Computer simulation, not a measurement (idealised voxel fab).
Herein follows the process module entitled voxel local oxidation.
This is section cut - it's 270 nm across, gridded in 5 nm square cells.
Cross-section spec: square-cell grid; bands listed top down; each band is one or more rows. Per band: top height and bottom height in nm, followed by the left-to-right materials and their widths in nm; "edge to edge" marks a single material spanning edge to edge, "empty" marks empty space. The level at which height equals 0 is the one under which the wafer, as it arrives, is entirely one material. No lower edge exists for the bottom band, which continues downward and is notated as in "top 0, no bottom". So if you see something like "30 to 40" for the width, read it as the top row of the band sitting at the first number and the bottom row at the second, with every row in between moving by the same amount as the last. When a step is marked "stayed the same", none of the cells in the cross-section changed during that step. "Enclosed cavity list" enumerates empty spaces isolated from the top, with no open way to it, that contain at least 8 cells, giving each as width x height at distance from the left edge, all three in nm. Anything after a step's settings on that line? It's the simulator's own note about the step. The setting "overlay nm" may be written on the line of a step. When the step uses a mask, the value reports how far to the right of the planned place the mask lay, and a negative value reports that it lay to the left.
## Intended process steps
step 1: RECEIVE, material Si
step 2: CONFORMAL_DEP, material SiO2, thk nm 5
step 3: CONFORMAL_DEP, material SiN, thk nm 10
step 4: PATTERN, tone cover, mask id ACTIVE, material resist, width nm 110, thk nm 20, overlay nm 0
step 5: DIRECTIONAL_ETCH, etch materials SiN, depth nm 10
step 6: STRIP, etch materials resist
step 7: SELECTIVE_ETCH, etch materials SiO2, depth nm 5
step 8: OXIDIZE, depth nm 10
step 9: STRIP, etch materials SiN
## The cross-section here shows the wafer as received, i.e. in its state after step 1
	top 0, no bottom  Si edge to edge
	Enclosed cavity list: none
## The cross-section shown corresponds to the wafer at the conclusion of the module. The initial structure and the process plan are those presented above; however, one mistake occurred in executing the plan
	top 5, bottom 0  90 empty | 100 SiO2 | 80 empty
	top 0, bottom -10  100 SiO2 | 80 Si | 90 SiO2
	top -10, no bottom  Si edge to edge
	Enclosed cavity list: none
Heads up, the wafer didn't run the way we planned it: step 4 did not happen as planned, as run it was PATTERN, tone cover, mask id ACTIVE, material resist, width nm 110, thk nm 20, overlay nm 5
